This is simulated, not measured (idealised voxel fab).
Proc. module: voxel ribs on slabs
Cross-sectional view cut (width: 285 nm; square cell size: 5 nm).
Each cross-section below is a grid of square cells, stated as bands in top-down order, with one or more rows of cells making up each band. Each band's line starts with the height of the band's top and of its bottom, in nm. Then come its materials from left to right, each with its width in nm. One material with "full width" fills the band from edge to edge. "blank" is empty space. Ref level 0: as-received wafer is one material below here. Bottom band extends down with no lower bound ("from 0 down"). A two-number width, for instance "30..40", indicates that the width is equal to the first number in the top row of the band and to the second number in the bottom row, and that it changes by a constant amount per row of cells. "left unchanged", as given for a step, is the statement that not any cell of the cross-section underwent a change during that step. Heads up: "Cavities, closed" only lists the empty pockets with no open path to the top that are 8 cells or more, and it writes them as width x height at distance, distance from the left edge, in nm. The remark found on a step's line after its settings is issued by the simulator itself and pertains to that step. A step's line can hold "overlay nm"; with a mask on that step, the setting says how far right of the planned place the mask lay, while a negative setting says it lay to the left.
Steps planned for the process:
1 RECEIVE,material Si
2 DIRECTIONAL_DEP,material SiO2,thk nm 30
3 DIRECTIONAL_DEP,material SiN,thk nm 25
4 DIRECTIONAL_DEP,material aC,thk nm 10
5 PATTERN,tone cover,mask id RIB,material resist,width nm 30,thk nm 25,overlay nm 0
6 DIRECTIONAL_ETCH,etch materials aC,depth nm 10
7 STRIP,etch materials resist
8 DIRECTIONAL_ETCH,etch materials SiN,depth nm 5
9 STRIP,etch materials aC
10 MASKED_ETCH,tone cover,mask id SLAB,width nm 60,etch materials SiN,depth nm 20,overlay nm 0
11 FILL_DEP,material SiO2,thk nm 25
12 CMP,height nm 70
13 DIRECTIONAL_DEP,material TiN,thk nm 10
14 PATTERN,tone cover,mask id HEATER,material resist,width nm 40,thk nm 20,overlay nm 0
15 DIRECTIONAL_ETCH,etch materials TiN,depth nm 10
16 STRIP,etch materials resist
17 CONFORMAL_DEP,material SiN,thk nm 5
Delivered wafer in cross-section: state after step 1:
	from 0 down  Si full width
	Cavities, closed: none
Looking at the first of two wafers in cross-section at end of module - ran to plan:
	from 85 to 80  115 blank, 50 SiN, 120 blank
	from 80 to 75  115 blank, 5 SiN, 40 TiN, 5 SiN, 120 blank
	from 75 to 70  120 SiN, 40 TiN, 125 SiN
	from 70 to 55  SiO2 full width
	from 55 to 50  125 SiO2, 30 SiN, 130 SiO2
	from 50 to 30  110 SiO2, 60 SiN, 115 SiO2
	from 30 to 0  SiO2 full width
	from 0 down  Si full width
	Cavities, closed: none
Cross-sectional image of the second wafer of the two following completion of the module. Starting state and process plan were the same as for the first wafer; one execution error occurred:
	from 85 to 70  SiN full width
	from 70 to 55  SiO2 full width
	from 55 to 50  125 SiO2, 30 SiN, 130 SiO2
	from 50 to 30  110 SiO2, 60 SiN, 115 SiO2
	from 30 to 0  SiO2 full width
	from 0 down  Si full width
	Cavities, closed: none
The plan and the run diverged here: step 13 went in with a setting other than planned; the actual run was DIRECTIONAL_DEP,material SiN,thk nm 10
Final wafer comparison in cells, second versus first, more or fewer per material: SiN: 110 more | TiN: 16 fewer
